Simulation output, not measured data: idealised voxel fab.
The name of this process module is voxel capacitor over wiring.
It is cross-section cut that appears here, measuring 140 nm in width, its square cells being 5 nm in size.
Reading order for cross-sections: top band down to bottom band. Underlying form: a grid of square cells. Band size: one or more rows of cells.
For a band, the entry starts with two heights in nm, that of the top and then that of the bottom, and carries on with the band's materials in order from left to right, each alongside its width in nm; the word "everywhere" beside a single material means it fills the band edge to edge, and "empty" means empty space.
Heights from 0 (as-received wafer is one material below). Bottom band endless downward, as "top 0, no bottom".
Think of "30..40" as a width that walks from the first number to the second as you go down the band, top row to bottom row, taking equal-sized steps from row to row.
"all unchanged", as given for a step, is the statement that not any cell of the cross-section underwent a change during that step.
In the "Sealed internal voids" entry, you get each enclosed empty space of 8 cells or more, one with no open way to the top, written width x height at distance, distance from the left edge, in nm.
Past the settings on a step's line: simulator remark, on that step.
overlay nm: how far to the right of its planned place the mask lay on this masked step (negative: to the left).

Process steps - plan
1: RECEIVE: material Si
2: CONFORMAL_DEP: material SiO2, thk nm 15
3: DIRECTIONAL_DEP: material TiN, thk nm 5
4: DIRECTIONAL_DEP: material W, thk nm 20
5: MASKED_ETCH: tone cover, mask id METAL_1, width nm 20, pitch nm 80, etch materials W, depth nm 20, overlay nm 0
6: MASKED_ETCH: tone cover, mask id METAL_1, width nm 20, pitch nm 80, etch materials TiN, depth nm 5, overlay nm 0
7: FILL_DEP: material lowk, thk nm 10
8: CMP: height nm 40
9: CONFORMAL_DEP: material SiCN, thk nm 5
10: DIRECTIONAL_DEP: material lowk, thk nm 10
11: PATTERN: tone open, mask id PLUG_1, material resist, width nm 15, thk nm 20, overlay nm 0
12: DIRECTIONAL_ETCH: etch materials lowk, depth nm 10
13: DIRECTIONAL_ETCH: etch materials SiCN, depth nm 5
14: STRIP: etch materials resist
15: CONFORMAL_DEP: material TiN, thk nm 5
16: FILL_DEP: material Cu, thk nm 10
17: CMP: height nm 55
18: DIRECTIONAL_DEP: material TiN, thk nm 10
19: DIRECTIONAL_DEP: material Al2O3, thk nm 5
20: DIRECTIONAL_DEP: material TiN, thk nm 10
21: PATTERN: tone cover, mask id UPPER_PLATE, material resist, width nm 65, thk nm 20, overlay nm 0
22: DIRECTIONAL_ETCH: etch materials TiN, depth nm 10
23: DIRECTIONAL_ETCH: etch materials Al2O3, depth nm 5
24: STRIP: etch materials resist
25: PATTERN: tone cover, mask id LOWER_PLATE, material resist, width nm 75, thk nm 20, overlay nm 0
26: DIRECTIONAL_ETCH: etch materials TiN, depth nm 10
27: STRIP: etch materials resist
28: FILL_DEP: material SiO2, thk nm 20
29: CMP: height nm 95
30: MASKED_ETCH: tone open, mask id PLUG_2, width nm 15, etch materials SiO2, depth nm 15, overlay nm 0
31: CONFORMAL_DEP: material TiN, thk nm 5
32: FILL_DEP: material Ru, thk nm 10
33: CMP: height nm 95
34: CONFORMAL_DEP: material SiCN, thk nm 5

Cross-section of the wafer as it came to us, i.e., already through step 1
    top 0, no bottom | Si everywhere
    Sealed internal voids: none

Cross-section at module end, one run error; start and plan unchanged from above
    top 100, bottom 95 | SiCN everywhere
    top 95, bottom 85 | 35 nm SiO2, then 5 nm TiN, then 5 nm Ru, then 5 nm TiN, then 90 nm SiO2
    top 85, bottom 80 | 35 nm SiO2, then 15 nm TiN, then 90 nm SiO2
    top 80, bottom 70 | 25 nm SiO2, then 65 nm TiN, then 50 nm SiO2
    top 70, bottom 65 | 25 nm SiO2, then 65 nm Al2O3, then 50 nm SiO2
    top 65, bottom 55 | 20 nm SiO2, then 75 nm TiN, then 45 nm SiO2
    top 55, bottom 45 | 25 nm lowk, then 5 nm TiN, then 5 nm Cu, then 5 nm TiN, then 100 nm lowk
    top 45, bottom 40 | 25 nm SiCN, then 15 nm TiN, then 100 nm SiCN
    top 40, bottom 20 | 20 nm W, then 20 nm lowk, then 60 nm W, then 20 nm lowk, then 20 nm W
    top 20, bottom 15 | TiN everywhere
    top 15, bottom 0 | SiO2 everywhere
    top 0, no bottom | Si everywhere
    Sealed internal voids: none
Finding, execution versus plan: so step 5 ended up running with a different setting than we planned, it ran as MASKED_ETCH: tone open, mask id METAL_1, width nm 20, pitch nm 80, etch materials W, depth nm 20, overlay nm 0
